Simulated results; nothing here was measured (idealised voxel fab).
process module | voxel self aligned contacts
cross-section cut | 150 nm wide | cells 5 nm
A cross-section is a grid of square cells, given in bands from the top down. A band is one or more rows of cells.
Each band's line starts with the height of the band's top and of its bottom, in nm. Then come its materials from left to right, each with its width in nm. One material with "throughout" fills the band from edge to edge. "air" is empty space.
Height 0 is the level under which the wafer as received is all one material. The lowest band goes on downwards, as in "0 down".
A width such as "30 to 40" changes by the same amount from each row of cells to the next, from the band's top row to its bottom row.
"no change" after a step means that no cell of the cross-section changed.
closed voids: empty space of 8 cells or more with no open way to the top, each as width x height at its distance from the left edge, in nm
after a step's settings: what the simulator itself notes on the step
overlay nm, on a step with a mask: how far to the right of its planned place the mask lay; to the left if negative
plan
1 op RECEIVE | material Si
2 op OXIDIZE | depth nm 5
3 op DIRECTIONAL_DEP | material polySi | thk nm 30
4 op DIRECTIONAL_DEP | material SiN | thk nm 20
5 op MASKED_ETCH | tone cover | mask id GATE | width nm 35 | pitch nm 70 | etch materials SiN | depth nm 20 | overlay nm 0
6 op MASKED_ETCH | tone cover | mask id GATE | width nm 35 | pitch nm 70 | etch materials polySi | depth nm 30 | overlay nm 0
7 op CONFORMAL_DEP | material SiN | thk nm 5
8 op DIRECTIONAL_ETCH | etch materials SiN | depth nm 5
9 op FILL_DEP | material SiO2 | thk nm 15
10 op CMP | height nm 60
11 op PATTERN | tone open | mask id CONTACT | material resist | width nm 45 | thk nm 20 | overlay nm 0
12 op DIRECTIONAL_ETCH | etch materials SiO2 | depth nm 65
13 op STRIP | etch materials resist
14 op CONFORMAL_DEP | material TiN | thk nm 5
15 op FILL_DEP | material Ru | thk nm 10
16 op CMP | height nm 60
17 op CONFORMAL_DEP | material SiN | thk nm 5
as received, after step 1
  0 down: Si throughout
  closed voids: none
first wafer at the end, as planned
  65 to 60: SiN throughout
  60 to 50: SiO2 50 | TiN 5 to 15 | Ru 35 to 15 | TiN 5 to 15 | SiO2 55
  50 to 30: SiO2 15 | SiN 45 | TiN 5 | Ru 15 | TiN 5 | SiN 45 | SiO2 20
  30 to 0: SiO2 15 | SiN 5 | polySi 35 | SiN 5 | TiN 5 | Ru 15 | TiN 5 | SiN 5 | polySi 35 | SiN 5 | SiO2 20
  0 to -5: SiO2 60 | TiN 25 | SiO2 65
  -5 down: Si throughout
  closed voids: none
second wafer at the end: like start, like plan, one mistake
  65 to 60: SiN throughout
  60 to 50: SiO2 50 | TiN 5 to 15 | Ru 35 to 15 | TiN 5 to 15 | SiO2 55
  50 to 25: SiO2 15 | SiN 5 | polySi 35 | SiN 5 | TiN 5 | Ru 15 | TiN 5 | SiN 5 | polySi 35 | SiN 5 | SiO2 20
  25 to 20: SiO2 15 | SiN 5 | polySi 35 | SiN 5 | TiN 25 | SiN 5 | polySi 35 | SiN 5 | SiO2 20
  20 to 0: SiN throughout
  0 to -5: SiO2 throughout
  -5 down: Si throughout
  closed voids: none
what went wrong: steps 3 and 4 were swapped
at the end the second wafer has, in cells: 15 fewer of Ru | 48 more of SiN | 23 fewer of SiO2 | 10 fewer of TiN
